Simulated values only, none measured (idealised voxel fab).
The following process module bears the name voxel self aligned vias.
FYI the section here is cut, 245 nm wide, cells are 5 nm squares.
A cross-section is written here as square cells arranged in a grid, and it is given in bands from the top down, each band taking up one or more rows of cells.
Quick guide to a band line: top height, bottom height (nm) up front; then every material left to right with its width in nm. Only one material and it's marked "throughout"? Then it fills the band edge to edge. And "empty" just means empty space.
For the purposes of this specification, 0 denotes the height below which the wafer in its as-received condition is composed wholly of one material, and the lowermost band, lacking a lower limit, extends downward without end, as expressed in "0 nm and below".
Width spec "30..40" -> top row of cells at first value, bottom row at second value, equal per-row change in between.
"nothing was modified" means the step left every cell of the cross-section as it was.
In "Trapped voids" the enclosed voids are listed, meaning empty spaces of 8 cells or larger without any opening to the top. The form is width x height at distance, distance from the left edge, units nm.
It should be noted that, on the line of a given step, the content following the step's settings is a remark produced by the simulator itself with respect to that step.
For masked steps, "overlay nm" on the step line gives how far right of plan the mask actually lay; a minus sign means it lay to the left.
## Process steps foreseen in the plan
step 1: RECEIVE (material Si)
step 2: CONFORMAL_DEP (material SiO2; thk nm 15)
step 3: CONFORMAL_DEP (material SiCN; thk nm 5)
step 4: DIRECTIONAL_DEP (material SiO2; thk nm 20)
step 5: MASKED_ETCH (tone open; mask id LINES; width nm 25; pitch nm 60; etch materials SiO2; depth nm 20; overlay nm 0)
step 6: CONFORMAL_DEP (material TiN; thk nm 5)
step 7: FILL_DEP (material W; thk nm 10)
step 8: CMP (height nm 40)
step 9: SELECTIVE_ETCH (etch materials W Ru TiN; depth nm 10)
step 10: FILL_DEP (material SiN; thk nm 5)
step 11: CMP (height nm 40)
step 12: DIRECTIONAL_DEP (material SiO2; thk nm 15)
step 13: MASKED_ETCH (tone open; mask id VIAS; width nm 45; pitch nm 60; etch materials SiO2; depth nm 15; overlay nm 0)
step 14: MASKED_ETCH (tone open; mask id VIAS; width nm 45; pitch nm 60; etch materials SiN; depth nm 10; overlay nm 0)
step 15: CONFORMAL_DEP (material TiN; thk nm 5)
step 16: FILL_DEP (material Cu; thk nm 10)
step 17: CMP (height nm 55)
step 18: CONFORMAL_DEP (material SiCN; thk nm 5)
## This is the cross-section of the wafer as we received it, i.e. after step 1
* 0 nm and below: Si throughout
* Trapped voids: none
## Cross-section: first of two wafers, module finished, run according to plan
* 60 nm to 55 nm: SiCN throughout
* 55 nm to 45 nm: SiO2 (70); TiN (5); Cu (35); TiN (5); SiO2 (15); TiN (5); Cu (35); TiN (5); SiO2 (70)
* 45 nm to 35 nm: SiO2 (70..80); TiN (15..5); Cu (15); TiN (15..5); SiO2 (15..35); TiN (15..5); Cu (15); TiN (15..5); SiO2 (70..80)
* 35 nm to 30 nm: SiO2 (80); TiN (25); SiO2 (35); TiN (25); SiO2 (80)
* 30 nm to 25 nm: SiO2 (80); TiN (5); W (15); TiN (5); SiO2 (35); TiN (5); W (15); TiN (5); SiO2 (80)
* 25 nm to 20 nm: SiO2 (80); TiN (25); SiO2 (35); TiN (25); SiO2 (80)
* 20 nm to 15 nm: SiCN throughout
* 15 nm to 0 nm: SiO2 throughout
* 0 nm and below: Si throughout
* Trapped voids: none
## Cross-section, second wafer: same start as the first, same plan as the first, one mistake in running it; taken at the end of the module
* 60 nm to 55 nm: SiCN throughout
* 55 nm to 40 nm: SiO2 (70); TiN (5); Cu (35); TiN (5); SiO2 (15); TiN (5); Cu (35); TiN (5); SiO2 (70)
* 40 nm to 35 nm: SiN (70); TiN (15); Cu (15); TiN (15); SiN (15); TiN (15); Cu (15); TiN (15); SiN (70)
* 35 nm to 30 nm: SiO2 (80); TiN (25); SiO2 (35); TiN (25); SiO2 (80)
* 30 nm to 20 nm: SiO2 (80); TiN (5); W (15); TiN (5); SiO2 (35); TiN (5); W (15); TiN (5); SiO2 (80)
* 20 nm to 15 nm: SiO2 (80); TiN (25); SiO2 (35); TiN (25); SiO2 (80)
* 15 nm to 10 nm: SiCN throughout
* 10 nm to 0 nm: SiO2 throughout
* 0 nm and below: Si throughout
* Trapped voids: none
Deviation from plan: step 2 did not happen as planned, as run it was CONFORMAL_DEP (material SiO2; thk nm 10)
Heads up, by the end the second wafer has more or fewer cells of some materials compared to the first: Cu: 8 more; SiN: 31 more; SiO2: 49 fewer; TiN: 4 more; W: 6 more
